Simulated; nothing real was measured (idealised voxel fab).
Process module under the name voxel capacitor over wiring
The cross-section on display is named cut; it measures 235 nm wide, and its cells are 5 nm squares.
Throughout this document, each cross-section is represented as a grid of square cells and is presented as a sequence of bands enumerated from the top downward, where a band comprises one or more rows of cells.
Band entry format. Leading values: height of top, height of bottom, nm. Remainder: materials in left-to-right order, each with its width in nm. Special words: "full width" on a single material, which then fills the band edge to edge; "empty", empty space.
Beneath 0, the wafer as received is one material, and that level is where height counting begins. The lowest band goes on downward without a bottom; it is written like "0 down".
Width spec "30->40" -> top row of cells at first value, bottom row at second value, equal per-row change in between.
"everything unchanged", as given for a step, is the statement that not any cell of the cross-section underwent a change during that step.
The list in "Closed-off voids" covers empty spaces of 8 cells or more that cannot reach the top through any open way, and it gives each as width x height at distance; the distance is from the left edge, and width, height and distance are in nm.
Read whatever lies past the settings on a step's line as the simulator's own remark about the step.
Regarding "overlay nm": on a step with a mask, it is the distance the mask lay to the right of its planned place; a negative value places it to the left.

List of planned process steps
1: RECEIVE | material Si
2: CONFORMAL_DEP | material SiO2 | thk nm 15
3: DIRECTIONAL_DEP | material TiN | thk nm 5
4: DIRECTIONAL_DEP | material Ru | thk nm 20
5: DIRECTIONAL_DEP | material aC | thk nm 10
6: PATTERN | tone cover | mask id METAL_1 | material resist | width nm 20 | pitch nm 90 | thk nm 30 | overlay nm 0
7: DIRECTIONAL_ETCH | etch materials aC | depth nm 10
8: STRIP | etch materials resist
9: DIRECTIONAL_ETCH | etch materials Ru | depth nm 20
10: DIRECTIONAL_ETCH | etch materials TiN | depth nm 5
11: STRIP | etch materials aC
12: FILL_DEP | material SiO2 | thk nm 10
13: CMP | height nm 40
14: CONFORMAL_DEP | material SiCN | thk nm 5
15: DIRECTIONAL_DEP | material lowk | thk nm 15
16: MASKED_ETCH | tone open | mask id PLUG_1 | width nm 15 | etch materials lowk | depth nm 15 | overlay nm 0
17: MASKED_ETCH | tone open | mask id PLUG_1 | width nm 15 | etch materials SiCN | depth nm 5 | overlay nm 0
18: CONFORMAL_DEP | material TiN | thk nm 5
19: FILL_DEP | material Ru | thk nm 10
20: CMP | height nm 60
21: DIRECTIONAL_DEP | material TiN | thk nm 10
22: DIRECTIONAL_DEP | material Al2O3 | thk nm 5
23: DIRECTIONAL_DEP | material TiN | thk nm 5
24: PATTERN | tone cover | mask id UPPER_PLATE | material resist | width nm 75 | thk nm 20 | overlay nm 0
25: DIRECTIONAL_ETCH | etch materials TiN | depth nm 5
26: DIRECTIONAL_ETCH | etch materials Al2O3 | depth nm 5
27: STRIP | etch materials resist
28: PATTERN | tone cover | mask id LOWER_PLATE | material resist | width nm 85 | thk nm 15 | overlay nm 0
29: DIRECTIONAL_ETCH | etch materials TiN | depth nm 10
30: STRIP | etch materials resist
31: FILL_DEP | material SiO2 | thk nm 15
32: CMP | height nm 90
33: MASKED_ETCH | tone open | mask id PLUG_2 | width nm 15 | etch materials SiO2 | depth nm 10 | overlay nm 0
34: CONFORMAL_DEP | material TiN | thk nm 5
35: FILL_DEP | material Ru | thk nm 10
36: CMP | height nm 90
37: CONFORMAL_DEP | material SiN | thk nm 5

What follows covers the first of two wafers; it ran as planned

Cross-section, incoming material, after step 1
    0 down | Si full width
    Closed-off voids: none

Wafer xsec, post step 2
    15 to 0 | SiO2 full width
    Rest of section, below 0: as before.

Wafer xsec, post step 3
    20 to 15 | TiN full width
    Rest of section, below 15: as before.

Wafer xsec, post step 4
    40 to 20 | Ru full width
    Rest of section, below 20: as before.

Wafer xsec, post step 5
    50 to 40 | aC full width
    Rest of section, below 40: as before.

Wafer xsec, post step 6
    80 to 50 | empty (60) / resist (20) / empty (70) / resist (20) / empty (65)
    Rest of section, below 50: as before.

Wafer xsec, post step 7
    70 to 50 | empty (60) / resist (20) / empty (70) / resist (20) / empty (65)
    50 to 40 | empty (60) / aC (20) / empty (70) / aC (20) / empty (65)
    Rest of section, below 40: as before.

Wafer xsec, post step 8
    50 to 40 | empty (60) / aC (20) / empty (70) / aC (20) / empty (65)
    Rest of section, below 40: as before.

Wafer xsec, post step 9
    50 to 40 | empty (60) / aC (20) / empty (70) / aC (20) / empty (65)
    40 to 20 | empty (60) / Ru (20) / empty (70) / Ru (20) / empty (65)
    Rest of section, below 20: as before.

Wafer xsec, post step 10
    50 to 40 | empty (60) / aC (20) / empty (70) / aC (20) / empty (65)
    40 to 20 | empty (60) / Ru (20) / empty (70) / Ru (20) / empty (65)
    20 to 15 | empty (60) / TiN (20) / empty (70) / TiN (20) / empty (65)
    Rest of section, below 15: as before.

Wafer xsec, post step 11
    40 to 20 | empty (60) / Ru (20) / empty (70) / Ru (20) / empty (65)
    Rest of section, below 20: as before.

Wafer xsec, post step 12
    50 to 40 | SiO2 full width
    40 to 20 | SiO2 (60) / Ru (20) / SiO2 (70) / Ru (20) / SiO2 (65)
    20 to 15 | SiO2 (60) / TiN (20) / SiO2 (70) / TiN (20) / SiO2 (65)
    Rest of section, below 15: as before.

Wafer xsec, post step 13
    40 to 20 | SiO2 (60) / Ru (20) / SiO2 (70) / Ru (20) / SiO2 (65)
    Rest of section, below 20: as before.

Wafer xsec, post step 14
    45 to 40 | SiCN full width
    Rest of section, below 40: as before.

Wafer xsec, post step 15
    60 to 45 | lowk full width
    Rest of section, below 45: as before.

Wafer xsec, post step 16
    60 to 45 | lowk (65) / empty (15) / lowk (155)
    Rest of section, below 45: as before.

Wafer xsec, post step 17
    60 to 45 | lowk (65) / empty (15) / lowk (155)
    45 to 40 | SiCN (65) / empty (15) / SiCN (155)
    Rest of section, below 40: as before.

Wafer xsec, post step 18
    65 to 60 | TiN (70) / empty (5) / TiN (160)
    60 to 45 | lowk (65) / TiN (5) / empty (5) / TiN (5) / lowk (155)
    45 to 40 | SiCN (65) / TiN (15) / SiCN (155)
    Rest of section, below 40: as before.

Wafer xsec, post step 19
    75 to 65 | Ru full width
    65 to 60 | TiN (70) / Ru (5) / TiN (160)
    60 to 45 | lowk (65) / TiN (5) / Ru (5) / TiN (5) / lowk (155)
    Rest of section, below 45: as before.

Wafer xsec, post step 20
    60 to 45 | lowk (65) / TiN (5) / Ru (5) / TiN (5) / lowk (155)
    Rest of section, below 45: as before.

Wafer xsec, post step 21
    70 to 60 | TiN full width
    Rest of section, below 60: as before.

Wafer xsec, post step 22
    75 to 70 | Al2O3 full width
    Rest of section, below 70: as before.

Wafer xsec, post step 23
    80 to 75 | TiN full width
    Rest of section, below 75: as before.

Wafer xsec, post step 24
    100 to 80 | empty (65) / resist (75) / empty (95)
    Rest of section, below 80: as before.

Wafer xsec, post step 25
    100 to 80 | empty (65) / resist (75) / empty (95)
    80 to 75 | empty (65) / TiN (75) / empty (95)
    Rest of section, below 75: as before.

Wafer xsec, post step 26
    100 to 80 | empty (65) / resist (75) / empty (95)
    80 to 75 | empty (65) / TiN (75) / empty (95)
    75 to 70 | empty (65) / Al2O3 (75) / empty (95)
    Rest of section, below 70: as before.

Wafer xsec, post step 27
    80 to 75 | empty (65) / TiN (75) / empty (95)
    Rest of section, below 75: as before.

Wafer xsec, post step 28
    95 to 80 | empty (60) / resist (85) / empty (90)
    80 to 75 | empty (60) / resist (5) / TiN (75) / resist (5) / empty (90)
    75 to 70 | empty (60) / resist (5) / Al2O3 (75) / resist (5) / empty (90)
    Rest of section, below 70: as before.

Wafer xsec, post step 29
    95 to 80 | empty (60) / resist (85) / empty (90)
    80 to 75 | empty (60) / resist (5) / TiN (75) / resist (5) / empty (90)
    75 to 70 | empty (60) / resist (5) / Al2O3 (75) / resist (5) / empty (90)
    70 to 60 | empty (60) / TiN (85) / empty (90)
    Rest of section, below 60: as before.

Wafer xsec, post step 30
    80 to 75 | empty (65) / TiN (75) / empty (95)
    75 to 70 | empty (65) / Al2O3 (75) / empty (95)
    Rest of section, below 70: as before.

Wafer xsec, post step 31
    95 to 80 | SiO2 full width
    80 to 75 | SiO2 (65) / TiN (75) / SiO2 (95)
    75 to 70 | SiO2 (65) / Al2O3 (75) / SiO2 (95)
    70 to 60 | SiO2 (60) / TiN (85) / SiO2 (90)
    Rest of section, below 60: as before.

Wafer xsec, post step 32
    90 to 80 | SiO2 full width
    Rest of section, below 80: as before.

Wafer xsec, post step 33
    90 to 80 | SiO2 (75) / empty (15) / SiO2 (145)
    Rest of section, below 80: as before.

Wafer xsec, post step 34
    95 to 90 | TiN (80) / empty (5) / TiN (150)
    90 to 85 | SiO2 (75) / TiN (5) / empty (5) / TiN (5) / SiO2 (145)
    85 to 75 | SiO2 (75->65) / TiN (15->75) / SiO2 (145->95)
    Rest of section, below 75: as before.

Wafer xsec, post step 35
    105 to 95 | Ru full width
    95 to 90 | TiN (80) / Ru (5) / TiN (150)
    90 to 85 | SiO2 (75) / TiN (5) / Ru (5) / TiN (5) / SiO2 (145)
    Rest of section, below 85: as before.

Wafer xsec, post step 36
    90 to 85 | SiO2 (75) / TiN (5) / Ru (5) / TiN (5) / SiO2 (145)
    Rest of section, below 85: as before.

Wafer xsec, post step 37
    95 to 90 | SiN full width
    Rest of section, below 90: as before.

Second Wafer (Identical Start and Plan, One Processing Error; Matches First Wafer Through Step 1)

The second wafer cut through, at the time step 2 was supposed to be finished
    30 to 0 | SiO2 full width
    Rest of section, below 0: as before.

The second wafer cut through, at the time step 3 was supposed to be finished
    35 to 30 | TiN full width
    Rest of section, below 30: as before.

The second wafer cut through, at the time step 4 was supposed to be finished
    55 to 35 | Ru full width
    Rest of section, below 35: as before.

The second wafer cut through, at the time step 5 was supposed to be finished
    65 to 55 | aC full width
    Rest of section, below 55: as before.

The second wafer cut through, at the time step 6 was supposed to be finished
    95 to 65 | empty (60) / resist (20) / empty (70) / resist (20) / empty (65)
    Rest of section, below 65: as before.

The second wafer cut through, at the time step 7 was supposed to be finished
    85 to 65 | empty (60) / resist (20) / empty (70) / resist (20) / empty (65)
    65 to 55 | empty (60) / aC (20) / empty (70) / aC (20) / empty (65)
    Rest of section, below 55: as before.

The second wafer cut through, at the time step 8 was supposed to be finished
    65 to 55 | empty (60) / aC (20) / empty (70) / aC (20) / empty (65)
    Rest of section, below 55: as before.

The second wafer cut through, at the time step 9 was supposed to be finished
    65 to 55 | empty (60) / aC (20) / empty (70) / aC (20) / empty (65)
    55 to 35 | empty (60) / Ru (20) / empty (70) / Ru (20) / empty (65)
    Rest of section, below 35: as before.

The second wafer cut through, at the time step 10 was supposed to be finished
    65 to 55 | empty (60) / aC (20) / empty (70) / aC (20) / empty (65)
    55 to 35 | empty (60) / Ru (20) / empty (70) / Ru (20) / empty (65)
    35 to 30 | empty (60) / TiN (20) / empty (70) / TiN (20) / empty (65)
    Rest of section, below 30: as before.

The second wafer cut through, at the time step 11 was supposed to be finished
    55 to 35 | empty (60) / Ru (20) / empty (70) / Ru (20) / empty (65)
    Rest of section, below 35: as before.

The second wafer cut through, at the time step 12 was supposed to be finished
    65 to 55 | SiO2 full width
    55 to 35 | SiO2 (60) / Ru (20) / SiO2 (70) / Ru (20) / SiO2 (65)
    35 to 30 | SiO2 (60) / TiN (20) / SiO2 (70) / TiN (20) / SiO2 (65)
    Rest of section, below 30: as before.

The second wafer cut through, at the time step 13 was supposed to be finished
    40 to 35 | SiO2 (60) / Ru (20) / SiO2 (70) / Ru (20) / SiO2 (65)
    Rest of section, below 35: as before.

The second wafer cut through, at the time step 14 was supposed to be finished
    45 to 40 | SiCN full width
    Rest of section, below 40: as before.

The second wafer cut through, at the time step 15 was supposed to be finished
    60 to 45 | lowk full width
    Rest of section, below 45: as before.

The second wafer cut through, at the time step 16 was supposed to be finished
    60 to 45 | lowk (65) / empty (15) / lowk (155)
    Rest of section, below 45: as before.

The second wafer cut through, at the time step 17 was supposed to be finished
    60 to 45 | lowk (65) / empty (15) / lowk (155)
    45 to 40 | SiCN (65) / empty (15) / SiCN (155)
    Rest of section, below 40: as before.

The second wafer cut through, at the time step 18 was supposed to be finished
    65 to 60 | TiN (70) / empty (5) / TiN (160)
    60 to 45 | lowk (65) / TiN (5) / empty (5) / TiN (5) / lowk (155)
    45 to 40 | SiCN (65) / TiN (15) / SiCN (155)
    Rest of section, below 40: as before.

The second wafer cut through, at the time step 19 was supposed to be finished
    75 to 65 | Ru full width
    65 to 60 | TiN (70) / Ru (5) / TiN (160)
    60 to 45 | lowk (65) / TiN (5) / Ru (5) / TiN (5) / lowk (155)
    Rest of section, below 45: as before.

The second wafer cut through, at the time step 20 was supposed to be finished
    60 to 45 | lowk (65) / TiN (5) / Ru (5) / TiN (5) / lowk (155)
    Rest of section, below 45: as before.

The second wafer cut through, at the time step 21 was supposed to be finished
    70 to 60 | TiN full width
    Rest of section, below 60: as before.

The second wafer cut through, at the time step 22 was supposed to be finished
    75 to 70 | Al2O3 full width
    Rest of section, below 70: as before.

The second wafer cut through, at the time step 23 was supposed to be finished
    80 to 75 | TiN full width
    Rest of section, below 75: as before.

The second wafer cut through, at the time step 24 was supposed to be finished
    100 to 80 | empty (65) / resist (75) / empty (95)
    Rest of section, below 80: as before.

The second wafer cut through, at the time step 25 was supposed to be finished
    100 to 80 | empty (65) / resist (75) / empty (95)
    80 to 75 | empty (65) / TiN (75) / empty (95)
    Rest of section, below 75: as before.

The second wafer cut through, at the time step 26 was supposed to be finished
    100 to 80 | empty (65) / resist (75) / empty (95)
    80 to 75 | empty (65) / TiN (75) / empty (95)
    75 to 70 | empty (65) / Al2O3 (75) / empty (95)
    Rest of section, below 70: as before.

The second wafer cut through, at the time step 27 was supposed to be finished
    80 to 75 | empty (65) / TiN (75) / empty (95)
    Rest of section, below 75: as before.

The second wafer cut through, at the time step 28 was supposed to be finished
    95 to 80 | empty (60) / resist (85) / empty (90)
    80 to 75 | empty (60) / resist (5) / TiN (75) / resist (5) / empty (90)
    75 to 70 | empty (60) / resist (5) / Al2O3 (75) / resist (5) / empty (90)
    Rest of section, below 70: as before.

The second wafer cut through, at the time step 29 was supposed to be finished
    95 to 80 | empty (60) / resist (85) / empty (90)
    80 to 75 | empty (60) / resist (5) / TiN (75) / resist (5) / empty (90)
    75 to 70 | empty (60) / resist (5) / Al2O3 (75) / resist (5) / empty (90)
    70 to 60 | empty (60) / TiN (85) / empty (90)
    Rest of section, below 60: as before.

The second wafer cut through, at the time step 30 was supposed to be finished
    80 to 75 | empty (65) / TiN (75) / empty (95)
    75 to 70 | empty (65) / Al2O3 (75) / empty (95)
    Rest of section, below 70: as before.

The second wafer cut through, at the time step 31 was supposed to be finished
    95 to 80 | SiO2 full width
    80 to 75 | SiO2 (65) / TiN (75) / SiO2 (95)
    75 to 70 | SiO2 (65) / Al2O3 (75) / SiO2 (95)
    70 to 60 | SiO2 (60) / TiN (85) / SiO2 (90)
    Rest of section, below 60: as before.

The second wafer cut through, at the time step 32 was supposed to be finished
    90 to 80 | SiO2 full width
    Rest of section, below 80: as before.

The second wafer cut through, at the time step 33 was supposed to be finished
    90 to 80 | SiO2 (75) / empty (15) / SiO2 (145)
    Rest of section, below 80: as before.

The second wafer cut through, at the time step 34 was supposed to be finished
    95 to 90 | TiN (80) / empty (5) / TiN (150)
    90 to 85 | SiO2 (75) / TiN (5) / empty (5) / TiN (5) / SiO2 (145)
    85 to 75 | SiO2 (75->65) / TiN (15->75) / SiO2 (145->95)
    Rest of section, below 75: as before.

The second wafer cut through, at the time step 35 was supposed to be finished
    105 to 95 | Ru full width
    95 to 90 | TiN (80) / Ru (5) / TiN (150)
    90 to 85 | SiO2 (75) / TiN (5) / Ru (5) / TiN (5) / SiO2 (145)
    Rest of section, below 85: as before.

The second wafer cut through, at the time step 36 was supposed to be finished
    90 to 85 | SiO2 (75) / TiN (5) / Ru (5) / TiN (5) / SiO2 (145)
    Rest of section, below 85: as before.

The second wafer cut through, at the time step 37 was supposed to be finished
    95 to 90 | SiN full width
    Rest of section, below 90: as before.
Short version of what went wrong: step 2 in the plan was executed twice
Final difference in cells, second wafer against first, listed per material as more or fewer: -24 Ru, +24 SiO2
